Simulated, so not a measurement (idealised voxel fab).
Presented below is a process module, voxel fin reveal.
The cross-section on display is named cut; it measures 210 nm wide, and its cells are 5 nm squares.
Each cross-section below is a grid of square cells, stated as bands in top-down order, with one or more rows of cells making up each band. First you get the band's top height and its bottom height, in nm, and then the materials it's made of, left to right, with each width in nm. If you see a single material with "all across", that one covers the band edge to edge. "air" is empty space. Zero point of the height axis is 0; under it, received wafer = one material. Lowest band: continues down indefinitely, "0 -> down". Quick explanation for "30->40": the width changes in equal steps down the rows of cells, from the first number in the band's top row to the second number in its bottom row. You'll sometimes find "same as before" written for a step, and that's the way of saying that nowhere in the cross-section did a cell change during that step. "Sealed-off cavities" specifies each empty space that is not open to the top and that occupies no fewer than 8 cells, using the form width x height at distance, the distance measured from the left edge and all three quantities in nm. Text after the settings on a step's line: the simulator's own remark on that step. Each step line may optionally specify "overlay nm", which for a step with a mask gives the rightward distance between the mask's planned place and where it lay, a negative value indicating the leftward direction.

The process steps that were planned are listed below:
- 1: RECEIVE | material Si
- 2: CONFORMAL_DEP | material SiN | thk nm 10
- 3: DIRECTIONAL_DEP | material aC | thk nm 15
- 4: PATTERN | tone cover | mask id FINS | material resist | width nm 15 | pitch nm 40 | thk nm 35 | overlay nm 0
- 5: DIRECTIONAL_ETCH | etch materials aC | depth nm 15
- 6: STRIP | etch materials resist
- 7: DIRECTIONAL_ETCH | etch materials SiN | depth nm 10
- 8: DIRECTIONAL_ETCH | etch materials Si | depth nm 35
- 9: STRIP | etch materials aC
- 10: FILL_DEP | material SiO2 | thk nm 5
- 11: CMP | height nm 10
- 12: SELECTIVE_ETCH | etch materials SiO2 | depth nm 30
- 13: STRIP | etch materials SiN
- 14: CONFORMAL_DEP | material SiO2 | thk nm 5

Delivered wafer in cross-section: state after step 1:
  0 -> down | Si all across
  Sealed-off cavities: none

Same starting wafer, same plan as above, one mistake in the execution; this is the cross-section at the end of the module:
  5 -> 0 | air=45 / SiO2=25 / air=15 / SiO2=25 / air=15 / SiO2=25 / air=60
  0 -> -15 | air=45 / SiO2=5 / Si=15 / SiO2=5 / air=15 / SiO2=5 / Si=15 / SiO2=5 / air=15 / SiO2=5 / Si=15 / SiO2=5 / air=60
  -15 -> -35 | SiO2=50 / Si=15 / SiO2=25 / Si=15 / SiO2=25 / Si=15 / SiO2=65
  -35 -> down | Si all across
  Sealed-off cavities: none
Misprocessing identified: it should be noted that step 4 was executed with settings other than those planned, the operation and settings actually applied being PATTERN | tone cover | mask id FINS | material resist | width nm 15 | pitch nm 40 | thk nm 35 | overlay nm -5
